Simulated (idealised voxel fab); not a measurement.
This section sets out a process module, namely voxel trench capacitor.
Shown is cross-section cut, with a width of 250 nm and square cells of size 5 nm.
Square cells in a grid make up a cross-section in this document, and the grid is given as bands, listed from the top down, each one or more rows of cells.
For a band, the entry starts with two heights in nm, that of the top and then that of the bottom, and carries on with the band's materials in order from left to right, each alongside its width in nm; the word "full width" beside a single material means it fills the band edge to edge, and "air" means empty space.
Basically, 0 is our baseline, since under it the wafer straight out of the box is all one material. The bottom band has no lower end and keeps on going down, so it looks like "top 0, no bottom".
Top row gets the first number, bottom row gets the second, and each row in between changes by the same step: that is how a band width like "30 to 40" works.
Given "nothing altered" for a step, no cell of the cross-section differs between before and after that step.
Entry "Trapped voids". Content: empty spaces with no open connection to the top, size 8 cells or greater. Each: width x height at distance. Distance: from left edge. Unit: nm.
Post-settings text on a step line: simulator's own remark regarding the step.
The line of a step may include "overlay nm". On a step with a mask, this value is how far to the right of its planned place the mask lay. A negative value means the mask lay to the left.

### Here's what the planned process steps look like
1,RECEIVE [material Si]
2,CONFORMAL_DEP [material SiN] [thk nm 10]
3,DIRECTIONAL_DEP [material aC] [thk nm 10]
4,PATTERN [tone open] [mask id TRENCH] [material resist] [width nm 15] [pitch nm 40] [thk nm 25] [overlay nm 0]
5,DIRECTIONAL_ETCH [etch materials aC] [depth nm 10]
6,STRIP [etch materials resist]
7,DIRECTIONAL_ETCH [etch materials SiN] [depth nm 10]
8,DIRECTIONAL_ETCH [etch materials Si] [depth nm 40]
9,STRIP [etch materials aC]
10,CONFORMAL_DEP [material SiO2] [thk nm 5]
11,FILL_DEP [material polySi] [thk nm 10]
12,CMP [height nm 10]

### Wafer cross-section on receipt, i.e. after step 1
* top 0, no bottom  Si full width
* Trapped voids: none

### First of two wafers, end-of-module section, run followed plan
* top 10, bottom 0  SiN=75, then SiO2=5, then polySi=5, then SiO2=5, then SiN=25, then SiO2=5, then polySi=5, then SiO2=5, then SiN=25, then SiO2=5, then polySi=5, then SiO2=5, then SiN=80
* top 0, bottom -35  Si=75, then SiO2=5, then polySi=5, then SiO2=5, then Si=25, then SiO2=5, then polySi=5, then SiO2=5, then Si=25, then SiO2=5, then polySi=5, then SiO2=5, then Si=80
* top -35, bottom -40  Si=75, then SiO2=15, then Si=25, then SiO2=15, then Si=25, then SiO2=15, then Si=80
* top -40, no bottom  Si full width
* Trapped voids: none

### What the second wafer looks like in cross-section once the module is done. Its start and its plan matched the first wafer's exactly; what differed was one mistake in how it was run
* top 10, bottom 0  SiN=70, then SiO2=5, then polySi=15, then SiO2=5, then SiN=15, then SiO2=5, then polySi=15, then SiO2=5, then SiN=15, then SiO2=5, then polySi=15, then SiO2=5, then SiN=75
* top 0, bottom -35  Si=70, then SiO2=5, then polySi=15, then SiO2=5, then Si=15, then SiO2=5, then polySi=15, then SiO2=5, then Si=15, then SiO2=5, then polySi=15, then SiO2=5, then Si=75
* top -35, bottom -40  Si=70, then SiO2=25, then Si=15, then SiO2=25, then Si=15, then SiO2=25, then Si=75
* top -40, no bottom  Si full width
* Trapped voids: none
Want to know what went wrong? step 4 off recipe, ran as PATTERN [tone open] [mask id TRENCH] [material resist] [width nm 25] [pitch nm 40] [thk nm 25] [overlay nm 0]
It is noted that, at the conclusion of processing, the second wafer exhibits a higher or lower cell count for certain materials relative to the first: Si -48, SiN -12, SiO2 +6, polySi +54
